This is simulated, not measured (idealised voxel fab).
Presented below is a process module, voxel capacitor over wiring.
Square cell edge 5 nm, section width 235 nm, ID cut.
If you're reading a cross-section in this doc, picture square cells in a grid; it comes to you as bands, top ones listed first down to the bottom, and a band can be one or more rows of cells.
What a band's entry tells you: where the top is and where the bottom is, as heights in nm, and after that what lies inside, material by material from left to right, each with its width in nm. Empty space is written as the word "blank", and a single material marked with the word "all across" occupies the band from edge to edge.
Convention: height 0 is the level below which the wafer, as received, is all one material. The lowest band does not terminate at the bottom but continues downward, represented as "0..down".
Width spec "30..40" -> top row of cells at first value, bottom row at second value, equal per-row change in between.
"no alteration" for a step: no cell of the cross-section changed in that step.
If an empty space has no open way to the top and is at least 8 cells in size, "Enclosed void inventory" lists it, written width x height at distance, where distance is measured from the left edge and every value is in nm.
Anything after a step's settings on that line? It's the simulator's own note about the step.
The setting "overlay nm" may be written on the line of a step. When the step uses a mask, the value reports how far to the right of the planned place the mask lay, and a negative value reports that it lay to the left.
In what follows, pairs of cross-sections are presented, each taken before and after one process step, with the after cross-section shown only down to the lowest band that was altered; the step, together with its settings, is stated below the pair. The pairs may stem from different runs of this module on the same starting wafer; accordingly, a pair should be taken as continuing from the one above it solely where its entry headed "Before step" indicates as much.

-- Before step
- 45..35  blank (60) / aC (25) / blank (65) / aC (25) / blank (60)
- 35..20  blank (60) / SiO2 (25) / blank (65) / SiO2 (25) / blank (60)
- 20..15  blank (60) / SiN (25) / blank (65) / SiN (25) / blank (60)
- 15..0  SiO2 all across
- 0..down  Si all across
- Enclosed void inventory: none

-- after
- 35..20  blank (60) / SiO2 (25) / blank (65) / SiO2 (25) / blank (60)
- Below a height of 20, the structure has not been altered.
- Enclosed void inventory: none
Going from one cross-section above to the next, the wafer undergoes STRIP,etch materials aC

Before step: after-state, pair directly above.

-- after
- 40..35  blank (55) / TiN (35) / blank (55) / TiN (35) / blank (55)
- 35..20  blank (55) / TiN (5) / SiO2 (25) / TiN (5) / blank (55) / TiN (5) / SiO2 (25) / TiN (5) / blank (55)
- 20..15  TiN (60) / SiN (25) / TiN (65) / SiN (25) / TiN (60)
- Below a height of 15, the structure has not been altered.
- Enclosed void inventory: none
Going from one cross-section above to the next, the wafer undergoes CONFORMAL_DEP,material TiN,thk nm 5

Before step: after-state, pair directly above.

-- after
- 45..40  Cu all across
- 40..35  Cu (55) / TiN (35) / Cu (55) / TiN (35) / Cu (55)
- 35..20  Cu (55) / TiN (5) / SiO2 (25) / TiN (5) / Cu (55) / TiN (5) / SiO2 (25) / TiN (5) / Cu (55)
- Below a height of 20, the structure has not been altered.
- Enclosed void inventory: none
Going from one cross-section above to the next, the wafer undergoes FILL_DEP,material Cu,thk nm 5

Before step: after-state, pair directly above.

-- after
- 35..20  Cu (55) / TiN (5) / SiO2 (25) / TiN (5) / Cu (55) / TiN (5) / SiO2 (25) / TiN (5) / Cu (55)
- Below a height of 20, the structure has not been altered.
- Enclosed void inventory: none
Going from one cross-section above to the next, the wafer undergoes CMP,height nm 35

Before step: after-state, pair directly above.

-- after
- 40..35  Ru (65) / blank (15) / Ru (75) / blank (15) / Ru (65)
- Below a height of 35, the structure has not been altered.
- Enclosed void inventory: none
Going from one cross-section above to the next, the wafer undergoes EPI,material Ru,thk nm 5

Before step: after-state, pair directly above.

-- after
- 45..40  SiCN all across
- 40..35  Ru (65) / SiCN (15) / Ru (75) / SiCN (15) / Ru (65)
- Below a height of 35, the structure has not been altered.
- Enclosed void inventory: none
Going from one cross-section above to the next, the wafer undergoes FILL_DEP,material SiCN,thk nm 5

Before step: after-state, pair directly above.

-- after
- 60..45  lowk all across
- Below a height of 45, the structure has not been altered.
- Enclosed void inventory: none
Going from one cross-section above to the next, the wafer undergoes DIRECTIONAL_DEP,material lowk,thk nm 15

Before step: after-state, pair directly above.

-- after
- 70..60  aC all across
- Below a height of 60, the structure has not been altered.
- Enclosed void inventory: none
Going from one cross-section above to the next, the wafer undergoes DIRECTIONAL_DEP,material aC,thk nm 10

Before step: after-state, pair directly above.

-- after
- 100..70  resist (70) / blank (15) / resist (150)
- Below a height of 70, the structure has not been altered.
- Enclosed void inventory: none
Going from one cross-section above to the next, the wafer undergoes PATTERN,tone open,mask id PLUG_1,material resist,width nm 15,thk nm 30,overlay nm 0

Before step: after-state, pair directly above.

-- after
- 90..70  resist (70) / blank (15) / resist (150)
- 70..60  aC (70) / blank (15) / aC (150)
- Below a height of 60, the structure has not been altered.
- Enclosed void inventory: none
Going from one cross-section above to the next, the wafer undergoes DIRECTIONAL_ETCH,etch materials aC,depth nm 10

Before step: after-state, pair directly above.

-- after
- 70..60  aC (70) / blank (15) / aC (150)
- Below a height of 60, the structure has not been altered.
- Enclosed void inventory: none
Going from one cross-section above to the next, the wafer undergoes STRIP,etch materials resist

Before step: after-state, pair directly above.

-- after
- 70..60  aC (70) / blank (15) / aC (150)
- 60..45  lowk (70) / blank (15) / lowk (150)
- Below a height of 45, the structure has not been altered.
- Enclosed void inventory: none
Going from one cross-section above to the next, the wafer undergoes DIRECTIONAL_ETCH,etch materials lowk,depth nm 15

Before step: after-state, pair directly above.

-- after
- 70..60  aC (70) / blank (15) / aC (150)
- 60..45  lowk (70) / blank (15) / lowk (150)
- 45..40  SiCN (70) / blank (15) / SiCN (150)
- Below a height of 40, the structure has not been altered.
- Enclosed void inventory: none
Going from one cross-section above to the next, the wafer undergoes DIRECTIONAL_ETCH,etch materials SiCN,depth nm 5

Before step: after-state, pair directly above.

-- after
- 60..45  lowk (70) / blank (15) / lowk (150)
- Below a height of 45, the structure has not been altered.
- Enclosed void inventory: none
Going from one cross-section above to the next, the wafer undergoes STRIP,etch materials aC

Before step: after-state, pair directly above.

-- after
- 60..50  lowk (70) / blank (15) / lowk (150)
- 50..45  lowk (70) / Ru (15) / lowk (150)
- 45..40  SiCN (70) / Ru (15) / SiCN (150)
- Below a height of 40, the structure has not been altered.
- Enclosed void inventory: none
Going from one cross-section above to the next, the wafer undergoes EPI,material Ru,thk nm 10

Before step: after-state, pair directly above.

-- after
- 60..45  lowk (70) / Ru (15) / lowk (150)
- Below a height of 45, the structure has not been altered.
- Enclosed void inventory: none
Going from one cross-section above to the next, the wafer undergoes EPI,material Ru,thk nm 10

Before step: after-state, pair directly above.

-- after
- 65..60  TiN all across
- Below a height of 60, the structure has not been altered.
- Enclosed void inventory: none
Going from one cross-section above to the next, the wafer undergoes DIRECTIONAL_DEP,material TiN,thk nm 5

Before step: after-state, pair directly above.

-- after
- 70..65  Al2O3 all across
- Below a height of 65, the structure has not been altered.
- Enclosed void inventory: none
Going from one cross-section above to the next, the wafer undergoes DIRECTIONAL_DEP,material Al2O3,thk nm 5

Before step: after-state, pair directly above.

-- after
- 80..70  TiN all across
- Below a height of 70, the structure has not been altered.
- Enclosed void inventory: none
Going from one cross-section above to the next, the wafer undergoes DIRECTIONAL_DEP,material TiN,thk nm 10

Before step: after-state, pair directly above.

-- after
- 80..70  blank (70) / TiN (70) / blank (95)
- Below a height of 70, the structure has not been altered.
- Enclosed void inventory: none
Going from one cross-section above to the next, the wafer undergoes MASKED_ETCH,tone cover,mask id UPPER_PLATE,width nm 70,etch materials TiN,depth nm 10,overlay nm 0

Before step: after-state, pair directly above.

-- after
- 80..70  blank (70) / TiN (70) / blank (95)
- 70..65  blank (70) / Al2O3 (70) / blank (95)
- Below a height of 65, the structure has not been altered.
- Enclosed void inventory: none
Going from one cross-section above to the next, the wafer undergoes MASKED_ETCH,tone cover,mask id UPPER_PLATE,width nm 70,etch materials Al2O3,depth nm 5,overlay nm 0

Before step: after-state, pair directly above.

-- after
- 95..80  blank (70) / aC (70) / blank (95)
- 80..70  aC (70) / TiN (70) / aC (95)
- 70..65  aC (70) / Al2O3 (70) / aC (95)
- Below a height of 65, the structure has not been altered.
- Enclosed void inventory: none
Going from one cross-section above to the next, the wafer undergoes DIRECTIONAL_DEP,material aC,thk nm 15

Before step: after-state, pair directly above.

-- after
- 130..95  blank (65) / resist (80) / blank (90)
- 95..80  blank (65) / resist (5) / aC (70) / resist (5) / blank (90)
- Below a height of 80, the structure has not been altered.
- Enclosed void inventory: none
Going from one cross-section above to the next, the wafer undergoes PATTERN,tone cover,mask id LOWER_PLATE,material resist,width nm 80,thk nm 35,overlay nm 0

Before step: after-state, pair directly above.

-- after
- 115..95  blank (65) / resist (80) / blank (90)
- 95..80  blank (65) / resist (5) / aC (70) / resist (5) / blank (90)
- 80..70  blank (65) / aC (5) / TiN (70) / aC (5) / blank (90)
- 70..65  blank (65) / aC (5) / Al2O3 (70) / aC (5) / blank (90)
- Below a height of 65, the structure has not been altered.
- Enclosed void inventory: none
Going from one cross-section above to the next, the wafer undergoes DIRECTIONAL_ETCH,etch materials aC,depth nm 15

Before step: after-state, pair directly above.

-- after
- 95..80  blank (70) / aC (70) / blank (95)
- Below a height of 80, the structure has not been altered.
- Enclosed void inventory: none
Going from one cross-section above to the next, the wafer undergoes STRIP,etch materials resist

Before step: after-state, pair directly above.

-- after
- 95..80  blank (70) / aC (70) / blank (95)
- 80..70  blank (65) / aC (5) / TiN (70) / aC (5) / blank (90)
- 70..65  blank (65) / aC (5) / Al2O3 (70) / aC (5) / blank (90)
- 65..60  blank (65) / TiN (80) / blank (90)
- Below a height of 60, the structure has not been altered.
- Enclosed void inventory: none
Going from one cross-section above to the next, the wafer undergoes DIRECTIONAL_ETCH,etch materials TiN,depth nm 5

Before step: after-state, pair directly above.

-- after
- 80..70  blank (70) / TiN (70) / blank (95)
- 70..65  blank (70) / Al2O3 (70) / blank (95)
- Below a height of 65, the structure has not been altered.
- Enclosed void inventory: none
Going from one cross-section above to the next, the wafer undergoes STRIP,etch materials aC

Before step: after-state, pair directly above.

-- after
- 95..80  SiO2 all across
- 80..70  SiO2 (70) / TiN (70) / SiO2 (95)
- 70..65  SiO2 (70) / Al2O3 (70) / SiO2 (95)
- 65..60  SiO2 (65) / TiN (80) / SiO2 (90)
- Below a height of 60, the structure has not been altered.
- Enclosed void inventory: none
Going from one cross-section above to the next, the wafer undergoes FILL_DEP,material SiO2,thk nm 15

Before step: after-state, pair directly above.

-- after
- 90..80  SiO2 all across
- Below a height of 80, the structure has not been altered.
- Enclosed void inventory: none
Going from one cross-section above to the next, the wafer undergoes CMP,height nm 90

Before step: after-state, pair directly above.

-- after
- 105..90  aC all across
- Below a height of 90, the structure has not been altered.
- Enclosed void inventory: none
Going from one cross-section above to the next, the wafer undergoes DIRECTIONAL_DEP,material aC,thk nm 15

Before step: after-state, pair directly above.

-- after
- 140..105  resist (80) / blank (15) / resist (140)
- Below a height of 105, the structure has not been altered.
- Enclosed void inventory: none
Going from one cross-section above to the next, the wafer undergoes PATTERN,tone open,mask id PLUG_2,material resist,width nm 15,thk nm 35,overlay nm 0

Before step: after-state, pair directly above.

-- after
- 125..105  resist (80) / blank (15) / resist (140)
- 105..90  aC (80) / blank (15) / aC (140)
- Below a height of 90, the structure has not been altered.
- Enclosed void inventory: none
Going from one cross-section above to the next, the wafer undergoes DIRECTIONAL_ETCH,etch materials aC,depth nm 15

Before step: after-state, pair directly above.

-- after
- 105..90  aC (80) / blank (15) / aC (140)
- Below a height of 90, the structure has not been altered.
- Enclosed void inventory: none
Going from one cross-section above to the next, the wafer undergoes STRIP,etch materials resist

Before step: after-state, pair directly above.

-- after
- 105..90  aC (80) / blank (15) / aC (140)
- 90..80  SiO2 (80) / blank (15) / SiO2 (140)
- Below a height of 80, the structure has not been altered.
- Enclosed void inventory: none
Going from one cross-section above to the next, the wafer undergoes DIRECTIONAL_ETCH,etch materials SiO2,depth nm 10

Before step: after-state, pair directly above.

-- after
- 90..80  SiO2 (80) / blank (15) / SiO2 (140)
- Below a height of 80, the structure has not been altered.
- Enclosed void inventory: none
Going from one cross-section above to the next, the wafer undergoes STRIP,etch materials aC

Before step: after-state, pair directly above.

-- after
- 95..90  TiN (85) / blank (5) / TiN (145)
- 90..85  SiO2 (80) / TiN (5) / blank (5) / TiN (5) / SiO2 (140)
- 85..80  SiO2 (80) / TiN (15) / SiO2 (140)
- Below a height of 80, the structure has not been altered.
- Enclosed void inventory: none
Going from one cross-section above to the next, the wafer undergoes CONFORMAL_DEP,material TiN,thk nm 5

Before step: after-state, pair directly above.

-- after
- 100..95  Ru all across
- 95..90  TiN (85) / Ru (5) / TiN (145)
- 90..85  SiO2 (80) / TiN (5) / Ru (5) / TiN (5) / SiO2 (140)
- Below a height of 85, the structure has not been altered.
- Enclosed void inventory: none
Going from one cross-section above to the next, the wafer undergoes FILL_DEP,material Ru,thk nm 5

Before step: after-state, pair directly above.

-- after
- 90..85  SiO2 (80) / TiN (5) / Ru (5) / TiN (5) / SiO2 (140)
- Below a height of 85, the structure has not been altered.
- Enclosed void inventory: none
Going from one cross-section above to the next, the wafer undergoes CMP,height nm 90

Before step: after-state, pair directly above.

-- after
- 95..90  SiCN all across
- Below a height of 90, the structure has not been altered.
- Enclosed void inventory: none
Going from one cross-section above to the next, the wafer undergoes CONFORMAL_DEP,material SiCN,thk nm 5
